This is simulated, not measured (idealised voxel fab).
process module | voxel gate over fins
cross-section cut | 240 nm wide | cells 5 nm
A cross-section is a grid of square cells, given in bands from the top down. A band is one or more rows of cells.
Each band's line starts with the height of the band's top and of its bottom, in nm. Then come its materials from left to right, each with its width in nm. One material with "throughout" fills the band from edge to edge. "air" is empty space.
Height 0 is the level under which the wafer as received is all one material. The lowest band goes on downwards, as in "0 down".
A width such as "30 to 40" changes by the same amount from each row of cells to the next, from the band's top row to its bottom row.
"no change" after a step means that no cell of the cross-section changed.
closed voids: empty space of 8 cells or more with no open way to the top, each as width x height at its distance from the left edge, in nm
after a step's settings: what the simulator itself notes on the step
overlay nm, on a step with a mask: how far to the right of its planned place the mask lay; to the left if negative
plan
1 op RECEIVE | material Si
2 op CONFORMAL_DEP | material SiN | thk nm 5
3 op PATTERN | tone cover | mask id FINS | material resist | width nm 15 | pitch nm 60 | thk nm 20 | overlay nm 0
4 op DIRECTIONAL_ETCH | etch materials SiN | depth nm 5
5 op DIRECTIONAL_ETCH | etch materials Si | depth nm 35
6 op STRIP | etch materials resist
7 op OXIDIZE | depth nm 5
8 op FILL_DEP | material SiO2 | thk nm 15
9 op CMP | height nm 5
10 op MASKED_ETCH | tone open | mask id RAIL | width nm 15 | etch materials SiO2 | depth nm 35 | overlay nm 0
11 op CONFORMAL_DEP | material TiN | thk nm 5
12 op FILL_DEP | material W | thk nm 5
13 op CMP | height nm 5
14 op SELECTIVE_ETCH | etch materials W Ru TiN | depth nm 30
15 op FILL_DEP | material SiO2 | thk nm 5
16 op CMP | height nm 5
17 op SELECTIVE_ETCH | etch materials SiO2 | depth nm 20
18 op STRIP | etch materials SiN
19 op CONFORMAL_DEP | material HfO2 | thk nm 5
20 op CONFORMAL_DEP | material TiN | thk nm 5
21 op CONFORMAL_DEP | material TiAl | thk nm 5
22 op CONFORMAL_DEP | material TiN | thk nm 5
23 op FILL_DEP | material W | thk nm 15
24 op CMP | height nm 30
25 op CONFORMAL_DEP | material SiCN | thk nm 5
as received, after step 1
  0 down: Si throughout
  closed voids: none
a wafer at the end: this start, this plan, one mistake
  35 to 30: SiCN throughout
  30 to 20: W throughout
  20 to 15: W 65 | TiN 45 | W 15 | TiN 45 | W 70
  15 to 10: W 65 | TiN 5 | TiAl 35 | TiN 5 | W 15 | TiN 5 | TiAl 35 | TiN 5 | W 70
  10 to 5: W 65 | TiN 5 | TiAl 5 | TiN 25 | TiAl 5 | TiN 5 | W 15 | TiN 5 | TiAl 5 | TiN 25 | TiAl 5 | TiN 5 | W 70
  5 to 0: TiN 70 | TiAl 5 | TiN 5 | HfO2 15 | TiN 5 | TiAl 5 | TiN 25 | TiAl 5 | TiN 5 | HfO2 15 | TiN 5 | TiAl 5 | TiN 75
  0 to -5: TiAl 75 | TiN 5 | HfO2 5 | Si 5 | HfO2 5 | TiN 5 | TiAl 35 | TiN 5 | HfO2 5 | Si 5 | HfO2 5 | TiN 5 | TiAl 80
  -5 to -10: TiN 80 | HfO2 5 | Si 5 | HfO2 5 | TiN 45 | HfO2 5 | Si 5 | HfO2 5 | TiN 85
  -10 to -15: HfO2 85 | Si 5 | HfO2 55 | Si 5 | HfO2 90
  -15 to -25: SiO2 85 | Si 5 | SiO2 55 | Si 5 | SiO2 90
  -25 to -30: TiN 80 | SiO2 5 | Si 5 | SiO2 5 | TiN 15 | SiO2 15 | TiN 15 | SiO2 5 | Si 5 | SiO2 5 | TiN 85
  -30 to -40: SiO2 85 | Si 5 | SiO2 55 | Si 5 | SiO2 90
  -40 down: Si throughout
  closed voids: none
what went wrong: step 10 ran as: op MASKED_ETCH | tone cover | mask id RAIL | width nm 15 | etch materials SiO2 | depth nm 35 | overlay nm 0
